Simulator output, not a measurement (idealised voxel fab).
You're looking at the process module voxel transistor to metal.
FYI the section here is cut, 275 nm wide, cells are 5 nm squares.
Notation: cross-section as square-cell grid; stated in bands, top first, going down; one or more cell rows per band. Band: top height; bottom height; in nm. Then, left to right: material with width in nm, for each material. "throughout": a single material spanning edge to edge. "blank": empty space. We count height from 0. Below that, the starting wafer is all one material. The lowest band never ends at the bottom but goes on down; see "from 0 down" for how that is written. Width spec "30..40" -> top row of cells at first value, bottom row at second value, equal per-row change in between. No cell of the cross-section changed in a step that is given as "no modifications". Voids not open to the top, 8 cells minimum: see "Non-vented voids". Written width x height at distance; distance is from the left edge; nm. Whatever follows a step's settings on its line is a remark the simulator itself makes about that step. A step's line can hold "overlay nm"; with a mask on that step, the setting says how far right of the planned place the mask lay, while a negative setting says it lay to the left. Pairs from here to the end. Each: cross-section before one process step, cross-section after it, the latter only as far down as the lowest band that changed. Under each: the step between, and its settings. Mind that the pairs may be taken from different runs of this module on the same starting wafer; whether a pair continues from the pair above depends on its entry headed "Incoming structure", and it does only where that entry says so.
## Incoming structure
from 95 to 65 | 20 SiO2; 15 blank; 120 SiO2; 15 blank; 105 SiO2
from 65 to 60 | 20 SiCN; 15 blank; 120 SiCN; 15 blank; 105 SiCN
from 60 to 35 | 20 SiO2; 15 Ru; 65 SiO2; 15 Ru; 40 SiO2; 15 Ru; 65 SiO2; 15 Ru; 25 SiO2
from 35 to 30 | 20 SiO2; 15 TiN; 65 SiO2; 15 TiN; 40 SiO2; 15 TiN; 65 SiO2; 15 TiN; 25 SiO2
from 30 to 20 | 20 SiO2; 5 TiN; 5 W; 5 TiN; 65 SiO2; 5 TiN; 5 W; 5 TiN; 40 SiO2; 5 TiN; 5 W; 5 TiN; 65 SiO2; 5 TiN; 5 W; 5 TiN; 25 SiO2
from 20 to 5 | 20 SiO2; 5 TiN; 5 W; 5 TiN; 5 SiO2; 5 SiN; 10 TiN; 25 W; 10 TiN; 5 SiN; 5 SiO2; 5 TiN; 5 W; 5 TiN; 40 SiO2; 5 TiN; 5 W; 5 TiN; 5 SiO2; 5 SiN; 10 TiN; 25 W; 10 TiN; 5 SiN; 5 SiO2; 5 TiN; 5 W; 5 TiN; 25 SiO2
from 5 to 0 | 20 SiO2; 15 TiN; 5 SiO2; 5 SiN; 10 TiN; 25 W; 10 TiN; 5 SiN; 5 SiO2; 15 TiN; 40 SiO2; 15 TiN; 5 SiO2; 5 SiN; 10 TiN; 25 W; 10 TiN; 5 SiN; 5 SiO2; 15 TiN; 25 SiO2
from 0 to -5 | 15 SiO2; 5 SiN; 20 nSi; 5 SiN; 45 TiN; 5 SiN; 20 nSi; 5 SiN; 30 SiO2; 5 SiN; 20 nSi; 5 SiN; 45 TiN; 5 SiN; 20 nSi; 5 SiN; 20 SiO2
from -5 to -10 | 20 SiO2; 20 nSi; 5 SiO2; 45 TiN; 5 SiO2; 20 nSi; 40 SiO2; 20 nSi; 5 SiO2; 45 TiN; 5 SiO2; 20 nSi; 25 SiO2
from -10 to -20 | 15 SiO2; 5 Si; 20 nSi; 55 Si; 20 nSi; 5 Si; 30 SiO2; 5 Si; 20 nSi; 55 Si; 20 nSi; 5 Si; 20 SiO2
from -20 to -40 | 15 SiO2; 105 Si; 30 SiO2; 105 Si; 20 SiO2
from -40 down | Si throughout
Non-vented voids: none
## Result of Step
from 100 to 95 | 25 TiN; 5 blank; 130 TiN; 5 blank; 110 TiN
from 95 to 65 | 20 SiO2; 5 TiN; 5 blank; 5 TiN; 120 SiO2; 5 TiN; 5 blank; 5 TiN; 105 SiO2
from 65 to 60 | 20 SiCN; 15 TiN; 120 SiCN; 15 TiN; 105 SiCN
Rest of section, below 60: as before.
Non-vented voids: none
The step carried out between the cross-section before it and the cross-section after it, both shown above, is op CONFORMAL_DEP | material TiN | thk nm 5
Incoming structure: taken from the pair above, after panel.
## Result of Step
from 110 to 100 | Cu throughout
from 100 to 95 | 25 TiN; 5 Cu; 130 TiN; 5 Cu; 110 TiN
from 95 to 65 | 20 SiO2; 5 TiN; 5 Cu; 5 TiN; 120 SiO2; 5 TiN; 5 Cu; 5 TiN; 105 SiO2
Rest of section, below 65: as before.
Non-vented voids: none
The step carried out between the cross-section before it and the cross-section after it, both shown above, is op FILL_DEP | material Cu | thk nm 10
Incoming structure: taken from the pair above, after panel.
## Result of Step
from 95 to 65 | 20 SiO2; 5 TiN; 5 Cu; 5 TiN; 120 SiO2; 5 TiN; 5 Cu; 5 TiN; 105 SiO2
Rest of section, below 65: as before.
Non-vented voids: none
The step carried out between the cross-section before it and the cross-section after it, both shown above, is op CMP | height nm 95
Incoming structure: taken from the pair above, after panel.
## Result of Step
from 100 to 95 | SiN throughout
Rest of section, below 95: as before.
Non-vented voids: none
The step carried out between the cross-section before it and the cross-section after it, both shown above, is op CONFORMAL_DEP | material SiN | thk nm 5
## Incoming structure
from 75 to 60 | aC throughout
from 60 to 35 | Ru throughout
from 35 to 30 | TiN throughout
from 30 to 20 | 20 SiO2; 5 TiN; 5 W; 5 TiN; 65 SiO2; 5 TiN; 5 W; 5 TiN; 40 SiO2; 5 TiN; 5 W; 5 TiN; 65 SiO2; 5 TiN; 5 W; 5 TiN; 25 SiO2
from 20 to 5 | 20 SiO2; 5 TiN; 5 W; 5 TiN; 5 SiO2; 5 SiN; 5 HfO2; 5 TiN; 25 W; 5 TiN; 5 HfO2; 5 SiN; 5 SiO2; 5 TiN; 5 W; 5 TiN; 40 SiO2; 5 TiN; 5 W; 5 TiN; 5 SiO2; 5 SiN; 5 HfO2; 5 TiN; 25 W; 5 TiN; 5 HfO2; 5 SiN; 5 SiO2; 5 TiN; 5 W; 5 TiN; 25 SiO2
from 5 to 0 | 20 SiO2; 15 TiN; 5 SiO2; 5 SiN; 5 HfO2; 5 TiN; 25 W; 5 TiN; 5 HfO2; 5 SiN; 5 SiO2; 15 TiN; 40 SiO2; 15 TiN; 5 SiO2; 5 SiN; 5 HfO2; 5 TiN; 25 W; 5 TiN; 5 HfO2; 5 SiN; 5 SiO2; 15 TiN; 25 SiO2
from 0 to -5 | 15 SiO2; 5 SiN; 20 nSi; 5 SiN; 5 HfO2; 35 TiN; 5 HfO2; 5 SiN; 20 nSi; 5 SiN; 30 SiO2; 5 SiN; 20 nSi; 5 SiN; 5 HfO2; 35 TiN; 5 HfO2; 5 SiN; 20 nSi; 5 SiN; 20 SiO2
from -5 to -10 | 20 SiO2; 20 nSi; 5 SiO2; 45 HfO2; 5 SiO2; 20 nSi; 40 SiO2; 20 nSi; 5 SiO2; 45 HfO2; 5 SiO2; 20 nSi; 25 SiO2
from -10 to -20 | 15 SiO2; 5 Si; 20 nSi; 55 Si; 20 nSi; 5 Si; 30 SiO2; 5 Si; 20 nSi; 55 Si; 20 nSi; 5 Si; 20 SiO2
from -20 to -40 | 15 SiO2; 105 Si; 30 SiO2; 105 Si; 20 SiO2
from -40 down | Si throughout
Non-vented voids: none
## Result of Step
from 110 to 75 | 20 resist; 15 blank; 65 resist; 15 blank; 40 resist; 15 blank; 65 resist; 15 blank; 25 resist
Rest of section, below 75: as before.
Non-vented voids: none
The step carried out between the cross-section before it and the cross-section after it, both shown above, is op PATTERN | tone open | mask id METAL_1 | material resist | width nm 15 | thk nm 35 | overlay nm 0
Incoming structure: taken from the pair above, after panel.
## Result of Step
from 95 to 75 | 20 resist; 15 blank; 65 resist; 15 blank; 40 resist; 15 blank; 65 resist; 15 blank; 25 resist
from 75 to 60 | 20 aC; 15 blank; 65 aC; 15 blank; 40 aC; 15 blank; 65 aC; 15 blank; 25 aC
Rest of section, below 60: as before.
Non-vented voids: none
The step carried out between the cross-section before it and the cross-section after it, both shown above, is op DIRECTIONAL_ETCH | etch materials aC | depth nm 15
Incoming structure: taken from the pair above, after panel.
## Result of Step
from 75 to 60 | 20 aC; 15 blank; 65 aC; 15 blank; 40 aC; 15 blank; 65 aC; 15 blank; 25 aC
Rest of section, below 60: as before.
Non-vented voids: none
The step carried out between the cross-section before it and the cross-section after it, both shown above, is op STRIP | etch materials resist
Incoming structure: taken from the pair above, after panel.
## Result of Step
from 75 to 60 | 20 aC; 15 blank; 65 aC; 15 blank; 40 aC; 15 blank; 65 aC; 15 blank; 25 aC
from 60 to 35 | 20 Ru; 15 blank; 65 Ru; 15 blank; 40 Ru; 15 blank; 65 Ru; 15 blank; 25 Ru
Rest of section, below 35: as before.
Non-vented voids: none
The step carried out between the cross-section before it and the cross-section after it, both shown above, is op DIRECTIONAL_ETCH | etch materials Ru | depth nm 25
Incoming structure: taken from the pair above, after panel.
## Result of Step
from 75 to 60 | 20 aC; 15 blank; 65 aC; 15 blank; 40 aC; 15 blank; 65 aC; 15 blank; 25 aC
from 60 to 35 | 20 Ru; 15 blank; 65 Ru; 15 blank; 40 Ru; 15 blank; 65 Ru; 15 blank; 25 Ru
from 35 to 30 | 20 TiN; 15 blank; 65 TiN; 15 blank; 40 TiN; 15 blank; 65 TiN; 15 blank; 25 TiN
Rest of section, below 30: as before.
Non-vented voids: none
The step carried out between the cross-section before it and the cross-section after it, both shown above, is op DIRECTIONAL_ETCH | etch materials TiN | depth nm 5
Incoming structure: taken from the pair above, after panel.
## Result of Step
from 60 to 35 | 20 Ru; 15 blank; 65 Ru; 15 blank; 40 Ru; 15 blank; 65 Ru; 15 blank; 25 Ru
Rest of section, below 35: as before.
Non-vented voids: none
The step carried out between the cross-section before it and the cross-section after it, both shown above, is op STRIP | etch materials aC
Incoming structure: taken from the pair above, after panel.
## Result of Step
from 65 to 60 | SiO2 throughout
from 60 to 35 | 20 Ru; 15 SiO2; 65 Ru; 15 SiO2; 40 Ru; 15 SiO2; 65 Ru; 15 SiO2; 25 Ru
from 35 to 30 | 20 TiN; 15 SiO2; 65 TiN; 15 SiO2; 40 TiN; 15 SiO2; 65 TiN; 15 SiO2; 25 TiN
Rest of section, below 30: as before.
Non-vented voids: none
The step carried out between the cross-section before it and the cross-section after it, both shown above, is op FILL_DEP | material SiO2 | thk nm 5
Incoming structure: taken from the pair above, after panel.
## Result of Step
from 60 to 35 | 20 Ru; 15 SiO2; 65 Ru; 15 SiO2; 40 Ru; 15 SiO2; 65 Ru; 15 SiO2; 25 Ru
Rest of section, below 35: as before.
Non-vented voids: none
The step carried out between the cross-section before it and the cross-section after it, both shown above, is op CMP | height nm 60
Incoming structure: taken from the pair above, after panel.
## Result of Step
from 65 to 60 | SiCN throughout
Rest of section, below 60: as before.
Non-vented voids: none
The step carried out between the cross-section before it and the cross-section after it, both shown above, is op CONFORMAL_DEP | material SiCN | thk nm 5
Incoming structure: taken from the pair above, after panel.
## Result of Step
from 95 to 65 | SiO2 throughout
Rest of section, below 65: as before.
Non-vented voids: none
The step carried out between the cross-section before it and the cross-section after it, both shown above, is op DIRECTIONAL_DEP | material SiO2 | thk nm 30
Incoming structure: taken from the pair above, after panel.
## Result of Step
from 95 to 80 | 20 SiO2; 15 blank; 120 SiO2; 15 blank; 105 SiO2
Rest of section, below 80: as before.
Non-vented voids: none
The step carried out between the cross-section before it and the cross-section after it, both shown above, is op MASKED_ETCH | tone open | mask id METAL_2 | width nm 15 | pitch nm 135 | etch materials SiO2 | depth nm 15 | overlay nm 0
Incoming structure: taken from the pair above, after panel.
## Result of Step
from 110 to 95 | 20 aC; 15 blank; 120 aC; 15 blank; 105 aC
from 95 to 80 | 20 SiO2; 15 aC; 120 SiO2; 15 aC; 105 SiO2
Rest of section, below 80: as before.
Non-vented voids: none
The step carried out between the cross-section before it and the cross-section after it, both shown above, is op DIRECTIONAL_DEP | material aC | thk nm 15
Incoming structure: taken from the pair above, after panel.
## Result of Step
from 140 to 110 | 20 resist; 15 blank; 120 resist; 15 blank; 105 resist
Rest of section, below 110: as before.
Non-vented voids: none
The step carried out between the cross-section before it and the cross-section after it, both shown above, is op PATTERN | tone open | mask id METAL_2_HOLES | material resist | width nm 15 | pitch nm 135 | thk nm 30 | overlay nm 0
Incoming structure: taken from the pair above, after panel.
## Result of Step
from 125 to 110 | 20 resist; 15 blank; 120 resist; 15 blank; 105 resist
from 110 to 95 | 20 aC; 15 blank; 120 aC; 15 blank; 105 aC
from 95 to 80 | 20 SiO2; 15 blank; 120 SiO2; 15 blank; 105 SiO2
Rest of section, below 80: as before.
Non-vented voids: none
The step carried out between the cross-section before it and the cross-section after it, both shown above, is op DIRECTIONAL_ETCH | etch materials aC | depth nm 15
Incoming structure: taken from the pair above, after panel.
## Result of Step
from 110 to 95 | 20 aC; 15 blank; 120 aC; 15 blank; 105 aC
Rest of section, below 95: as before.
Non-vented voids: none
The step carried out between the cross-section before it and the cross-section after it, both shown above, is op STRIP | etch materials resist
Incoming structure: taken from the pair above, after panel.
## Result of Step
from 110 to 95 | 20 aC; 15 blank; 120 aC; 15 blank; 105 aC
from 95 to 65 | 20 SiO2; 15 blank; 120 SiO2; 15 blank; 105 SiO2
Rest of section, below 65: as before.
Non-vented voids: none
The step carried out between the cross-section before it and the cross-section after it, both shown above, is op DIRECTIONAL_ETCH | etch materials SiO2 | depth nm 15
Incoming structure: taken from the pair above, after panel.
## Result of Step
from 110 to 95 | 20 aC; 15 blank; 120 aC; 15 blank; 105 aC
from 95 to 65 | 20 SiO2; 15 blank; 120 SiO2; 15 blank; 105 SiO2
from 65 to 60 | 20 SiCN; 15 blank; 120 SiCN; 15 blank; 105 SiCN
Rest of section, below 60: as before.
Non-vented voids: none
The step carried out between the cross-section before it and the cross-section after it, both shown above, is op DIRECTIONAL_ETCH | etch materials SiCN | depth nm 5
Incoming structure: taken from the pair above, after panel.
## Result of Step
from 95 to 65 | 20 SiO2; 15 blank; 120 SiO2; 15 blank; 105 SiO2
Rest of section, below 65: as before.
Non-vented voids: none
The step carried out between the cross-section before it and the cross-section after it, both shown above, is op STRIP | etch materials aC
Incoming structure: taken from the pair above, after panel.
## Result of Step
from 100 to 95 | 25 TiN; 5 blank; 130 TiN; 5 blank; 110 TiN
from 95 to 65 | 20 SiO2; 5 TiN; 5 blank; 5 TiN; 120 SiO2; 5 TiN; 5 blank; 5 TiN; 105 SiO2
from 65 to 60 | 20 SiCN; 15 TiN; 120 SiCN; 15 TiN; 105 SiCN
Rest of section, below 60: as before.
Non-vented voids: none
The step carried out between the cross-section before it and the cross-section after it, both shown above, is op CONFORMAL_DEP | material TiN | thk nm 5
Incoming structure: taken from the pair above, after panel.
## Result of Step
from 110 to 100 | Cu throughout
from 100 to 95 | 25 TiN; 5 Cu; 130 TiN; 5 Cu; 110 TiN
from 95 to 65 | 20 SiO2; 5 TiN; 5 Cu; 5 TiN; 120 SiO2; 5 TiN; 5 Cu; 5 TiN; 105 SiO2
Rest of section, below 65: as before.
Non-vented voids: none
The step carried out between the cross-section before it and the cross-section after it, both shown above, is op FILL_DEP | material Cu | thk nm 10
Incoming structure: taken from the pair above, after panel.
## Result of Step
from 95 to 65 | 20 SiO2; 5 TiN; 5 Cu; 5 TiN; 120 SiO2; 5 TiN; 5 Cu; 5 TiN; 105 SiO2
Rest of section, below 65: as before.
Non-vented voids: none
The step carried out between the cross-section before it and the cross-section after it, both shown above, is op CMP | height nm 95
Incoming structure: taken from the pair above, after panel.
## Result of Step
from 100 to 95 | SiN throughout
Rest of section, below 95: as before.
Non-vented voids: none
The step carried out between the cross-section before it and the cross-section after it, both shown above, is op CONFORMAL_DEP | material SiN | thk nm 5
